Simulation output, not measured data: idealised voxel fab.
Name of the process module below: voxel capacitor over wiring
Displayed cross-section: cut, width of 145 nm, square cells sized 5 nm.
A cross-section is written here as square cells arranged in a grid, and it is given in bands from the top down, each band taking up one or more rows of cells. Heads up on the band format: heights come first, top then bottom, in nm. After that it's the materials left to right, each with its width in nm. A single material flagged "all across" fills the whole band edge to edge, and "air" means there's empty space there. Heights are reckoned from 0. Under this level, the received wafer is all of one material. The bottommost band is open-ended downward, for example "z 0 and below". A two-number width, for instance "30->40", indicates that the width is equal to the first number in the top row of the band and to the second number in the bottom row, and that it changes by a constant amount per row of cells. "all unchanged" for a step: no cell of the cross-section changed in that step. This entry, "Enclosed void listing", enumerates those empty regions of no fewer than 8 cells that possess no open connection to the top. Each region is reported in the form width x height at distance, the distance being taken from the left edge, with all three quantities expressed in nm. Step line, after settings: the simulator's comment on this step. A step's line can hold "overlay nm"; with a mask on that step, the setting says how far right of the planned place the mask lay, while a negative setting says it lay to the left.

The following list gives the planned process steps
- 1: RECEIVE with material Si
- 2: CONFORMAL_DEP with material SiO2, thk nm 10
- 3: CONFORMAL_DEP with material SiN, thk nm 5
- 4: DIRECTIONAL_DEP with material SiO2, thk nm 15
- 5: PATTERN with tone open, mask id METAL_1, material resist, width nm 20, pitch nm 75, thk nm 15, overlay nm 0
- 6: DIRECTIONAL_ETCH with etch materials SiO2, depth nm 15
- 7: DIRECTIONAL_ETCH with etch materials SiN, depth nm 5
- 8: STRIP with etch materials resist
- 9: CONFORMAL_DEP with material TiN, thk nm 5
- 10: FILL_DEP with material Cu, thk nm 5
- 11: CMP with height nm 30
- 12: CONFORMAL_DEP with material SiCN, thk nm 5
- 13: DIRECTIONAL_DEP with material SiO2, thk nm 20
- 14: PATTERN with tone open, mask id PLUG_1, material resist, width nm 15, thk nm 15, overlay nm 0
- 15: DIRECTIONAL_ETCH with etch materials SiO2, depth nm 20
- 16: DIRECTIONAL_ETCH with etch materials SiCN, depth nm 5
- 17: STRIP with etch materials resist
- 18: CONFORMAL_DEP with material TiN, thk nm 5
- 19: FILL_DEP with material Cu, thk nm 10
- 20: CMP with height nm 55
- 21: DIRECTIONAL_DEP with material TiN, thk nm 5
- 22: DIRECTIONAL_DEP with material SiN, thk nm 5
- 23: DIRECTIONAL_DEP with material TiN, thk nm 5
- 24: PATTERN with tone cover, mask id UPPER_PLATE, material resist, width nm 60, thk nm 15, overlay nm 0
- 25: DIRECTIONAL_ETCH with etch materials TiN, depth nm 5
- 26: DIRECTIONAL_ETCH with etch materials SiN, depth nm 5
- 27: STRIP with etch materials resist
- 28: PATTERN with tone cover, mask id LOWER_PLATE, material resist, width nm 70, thk nm 20, overlay nm 0
- 29: DIRECTIONAL_ETCH with etch materials TiN, depth nm 5
- 30: STRIP with etch materials resist
- 31: FILL_DEP with material SiO2, thk nm 20
- 32: CMP with height nm 85
- 33: PATTERN with tone open, mask id PLUG_2, material resist, width nm 15, thk nm 15, overlay nm -15
- 34: DIRECTIONAL_ETCH with etch materials SiO2, depth nm 15
- 35: STRIP with etch materials resist
- 36: CONFORMAL_DEP with material TiN, thk nm 5
- 37: FILL_DEP with material Ru, thk nm 10
- 38: CMP with height nm 85
- 39: CONFORMAL_DEP with material SiN, thk nm 5
The plan's step 33 overlay nm is the first wafer's value; the wafers differ in this setting and start identical.

Cross-section, first of several wafers, as delivered after step 1
- z 0 and below | Si all across
- Enclosed void listing: none

The figure below presents a cross-section of the first of several wafers at the conclusion of the module, following its last step, step 39
- z 90 to 85 | SiN all across
- z 85 to 75 | SiO2 25 nm; TiN 5 nm; Ru 5 nm; TiN 5 nm; SiO2 105 nm
- z 75 to 65 | SiO2 25->30 nm; TiN 15->60 nm; SiO2 105->55 nm
- z 65 to 60 | SiO2 30 nm; SiN 60 nm; SiO2 55 nm
- z 60 to 55 | SiO2 25 nm; TiN 70 nm; SiO2 50 nm
- z 55 to 35 | SiO2 30 nm; TiN 5 nm; Cu 5 nm; TiN 5 nm; SiO2 100 nm
- z 35 to 30 | SiCN 30 nm; TiN 15 nm; SiCN 100 nm
- z 30 to 15 | SiO2 25 nm; TiN 5 nm; Cu 10 nm; TiN 5 nm; SiO2 55 nm; TiN 5 nm; Cu 10 nm; TiN 5 nm; SiO2 25 nm
- z 15 to 10 | SiN 25 nm; TiN 20 nm; SiN 55 nm; TiN 20 nm; SiN 25 nm
- z 10 to 0 | SiO2 all across
- z 0 and below | Si all across
- Enclosed void listing: none

last wafer at the end
- z 90 to 85 | SiN all across
- z 85 to 75 | SiO2 55 nm; TiN 5 nm; Ru 5 nm; TiN 5 nm; SiO2 75 nm
- z 75 to 65 | SiO2 55->30 nm; TiN 15->60 nm; SiO2 75->55 nm
- z 65 to 60 | SiO2 30 nm; SiN 60 nm; SiO2 55 nm
- z 60 to 55 | SiO2 25 nm; TiN 70 nm; SiO2 50 nm
- z 55 to 35 | SiO2 30 nm; TiN 5 nm; Cu 5 nm; TiN 5 nm; SiO2 100 nm
- z 35 to 30 | SiCN 30 nm; TiN 15 nm; SiCN 100 nm
- z 30 to 15 | SiO2 25 nm; TiN 5 nm; Cu 10 nm; TiN 5 nm; SiO2 55 nm; TiN 5 nm; Cu 10 nm; TiN 5 nm; SiO2 25 nm
- z 15 to 10 | SiN 25 nm; TiN 20 nm; SiN 55 nm; TiN 20 nm; SiN 25 nm
- z 10 to 0 | SiO2 all across
- z 0 and below | Si all across
- Enclosed void listing: none

Rows = wafers. At module end, each row lists per material the cells gained (+) or lost (-) since the wafer was received, then the closed voids
overlay nm -15 | +16 Cu | +2 Ru | +26 SiCN | +62 SiN | +352 SiO2 | +64 TiN | Enclosed void listing: none
overlay nm -10 | +16 Cu | +2 Ru | +26 SiCN | +62 SiN | +352 SiO2 | +64 TiN | Enclosed void listing: none
overlay nm -5 | +16 Cu | +2 Ru | +26 SiCN | +62 SiN | +352 SiO2 | +64 TiN | Enclosed void listing: none
overlay nm 0 | +16 Cu | +2 Ru | +26 SiCN | +62 SiN | +352 SiO2 | +64 TiN | Enclosed void listing: none
overlay nm 5 | +16 Cu | +2 Ru | +26 SiCN | +62 SiN | +352 SiO2 | +64 TiN | Enclosed void listing: none
overlay nm 10 | +16 Cu | +2 Ru | +26 SiCN | +62 SiN | +352 SiO2 | +64 TiN | Enclosed void listing: none
overlay nm 15 | +16 Cu | +2 Ru | +26 SiCN | +62 SiN | +352 SiO2 | +64 TiN | Enclosed void listing: none
